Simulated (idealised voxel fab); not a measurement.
process module | voxel transistor to metal
cross-section cut | 150 nm wide | cells 5 nm
A cross-section is a grid of square cells, given in bands from the top down. A band is one or more rows of cells.
Each band's line starts with the height of the band's top and of its bottom, in nm. Then come its materials from left to right, each with its width in nm. One material with "throughout" fills the band from edge to edge. "air" is empty space.
Height 0 is the level under which the wafer as received is all one material. The lowest band goes on downwards, as in "0 down".
A width such as "30 to 40" changes by the same amount from each row of cells to the next, from the band's top row to its bottom row.
"no change" after a step means that no cell of the cross-section changed.
closed voids: empty space of 8 cells or more with no open way to the top, each as width x height at its distance from the left edge, in nm
after a step's settings: what the simulator itself notes on the step
overlay nm, on a step with a mask: how far to the right of its planned place the mask lay; to the left if negative
plan
1 op RECEIVE | material Si
2 op CONFORMAL_DEP | material SiO2 | thk nm 5
3 op CONFORMAL_DEP | material SiN | thk nm 15
4 op DIRECTIONAL_DEP | material aC | thk nm 15
5 op PATTERN | tone cover | mask id ACTIVE | material resist | width nm 95 | thk nm 30 | overlay nm 0
6 op DIRECTIONAL_ETCH | etch materials aC | depth nm 15
7 op STRIP | etch materials resist
8 op DIRECTIONAL_ETCH | etch materials SiN | depth nm 15
9 op DIRECTIONAL_ETCH | etch materials SiO2 | depth nm 5
10 op DIRECTIONAL_ETCH | etch materials Si | depth nm 30
11 op STRIP | etch materials aC
12 op FILL_DEP | material SiO2 | thk nm 10
13 op CMP | height nm 20
14 op SELECTIVE_ETCH | etch materials SiO2 | depth nm 10
15 op STRIP | etch materials SiN
16 op SELECTIVE_ETCH | etch materials SiO2 | depth nm 5
17 op OXIDIZE | depth nm 5
18 op DIRECTIONAL_DEP | material polySi | thk nm 25
19 op DIRECTIONAL_DEP | material SiCN | thk nm 15
20 op PATTERN | tone cover | mask id GATE | material resist | width nm 15 | thk nm 15 | overlay nm 0
21 op DIRECTIONAL_ETCH | etch materials SiCN | depth nm 25
22 op DIRECTIONAL_ETCH | etch materials polySi | depth nm 35
23 op STRIP | etch materials resist
24 op CONFORMAL_DEP | material SiN | thk nm 10
25 op DIRECTIONAL_ETCH | etch materials SiN | depth nm 10
26 op DIRECTIONAL_ETCH | etch materials SiO2 | depth nm 5
27 op EPI | material SiGe | thk nm 5
28 op FILL_DEP | material SiO2 | thk nm 10
29 op CMP | height nm 40
30 op DIRECTIONAL_DEP | material SiO2 | thk nm 15
31 op MASKED_ETCH | tone open | mask id CONTACT | width nm 20 | pitch nm 65 | etch materials SiO2 | depth nm 55 | overlay nm 0
32 op CONFORMAL_DEP | material TiN | thk nm 5
33 op FILL_DEP | material W | thk nm 10
34 op CMP | height nm 55
35 op CONFORMAL_DEP | material SiCN | thk nm 5
36 op DIRECTIONAL_DEP | material SiO2 | thk nm 25
37 op DIRECTIONAL_DEP | material aC | thk nm 10
38 op PATTERN | tone open | mask id METAL_1 | material resist | width nm 20 | pitch nm 65 | thk nm 25 | overlay nm 0
39 op DIRECTIONAL_ETCH | etch materials aC | depth nm 10
40 op STRIP | etch materials resist
41 op DIRECTIONAL_ETCH | etch materials SiO2 | depth nm 25
42 op DIRECTIONAL_ETCH | etch materials SiCN | depth nm 5
43 op STRIP | etch materials aC
44 op CONFORMAL_DEP | material TiN | thk nm 5
45 op FILL_DEP | material Cu | thk nm 10
46 op CMP | height nm 85
47 op EPI | material Ru | thk nm 5
48 op FILL_DEP | material SiCN | thk nm 5
49 op DIRECTIONAL_DEP | material SiO2 | thk nm 25
50 op PATTERN | tone open | mask id METAL_2 | material resist | width nm 20 | pitch nm 65 | thk nm 20 | overlay nm 0
51 op DIRECTIONAL_ETCH | etch materials SiO2 | depth nm 15
52 op STRIP | etch materials resist
53 op DIRECTIONAL_DEP | material aC | thk nm 10
54 op PATTERN | tone open | mask id METAL_2_HOLES | material resist | width nm 15 | pitch nm 65 | thk nm 30 | overlay nm 0
55 op DIRECTIONAL_ETCH | etch materials aC | depth nm 10
56 op STRIP | etch materials resist
57 op DIRECTIONAL_ETCH | etch materials SiO2 | depth nm 10
58 op DIRECTIONAL_ETCH | etch materials SiCN | depth nm 5
59 op STRIP | etch materials aC
60 op CONFORMAL_DEP | material TiN | thk nm 5
61 op FILL_DEP | material Cu | thk nm 5
62 op CMP | height nm 120
63 op CONFORMAL_DEP | material SiN | thk nm 5
as received, after step 1
  0 down: Si throughout
  closed voids: none
a wafer at the end: this start, this plan, one mistake
  125 to 120: SiN throughout
  120 to 110: SiO2 30 | TiN 5 | Cu 10 | TiN 5 | SiO2 45 | TiN 5 | Cu 10 | TiN 5 | SiO2 35
  110 to 105: SiO2 30 | TiN 5 | Cu 5 | TiN 10 | SiO2 45 | TiN 5 | Cu 5 | TiN 10 | SiO2 35
  105 to 95: SiO2 30 | TiN 5 | Cu 5 | TiN 5 | SiO2 50 | TiN 5 | Cu 5 | TiN 5 | SiO2 40
  95 to 90: SiCN 30 | TiN 15 | SiCN 50 | TiN 15 | SiCN 40
  90 to 85: SiCN 25 | Ru 30 | SiCN 35 | Ru 30 | SiCN 30
  85 to 80: SiCN 30 | TiN 20 | SiCN 45 | TiN 20 | SiCN 35
  80 to 55: SiO2 throughout
  55 to 40: SiO2 30 | TiN 5 | W 10 | TiN 5 | SiO2 45 | TiN 5 | W 10 | TiN 5 | SiO2 35
  40 to 25: SiO2 30 | TiN 5 | W 10 | TiN 5 | SiO2 5 | SiN 10 | SiCN 15 | SiN 10 | SiO2 5 | TiN 5 | W 10 | TiN 5 | SiO2 35
  25 to 5: SiO2 30 | TiN 5 | W 10 | TiN 5 | SiO2 5 | SiN 10 | polySi 15 | SiN 10 | SiO2 5 | TiN 5 | W 10 | TiN 5 | SiO2 35
  5 to 0: SiO2 20 | SiN 10 | TiN 20 | SiO2 5 | SiN 10 | polySi 15 | SiN 10 | SiO2 5 | TiN 20 | SiN 10 | SiO2 25
  0 to -5: SiO2 30 | SiGe 25 | SiO2 35 | SiGe 25 | SiO2 35
  -5 to -30: SiO2 25 | Si 95 | SiO2 30
  -30 down: Si throughout
  closed voids: none
what went wrong: steps 35 and 36 were swapped
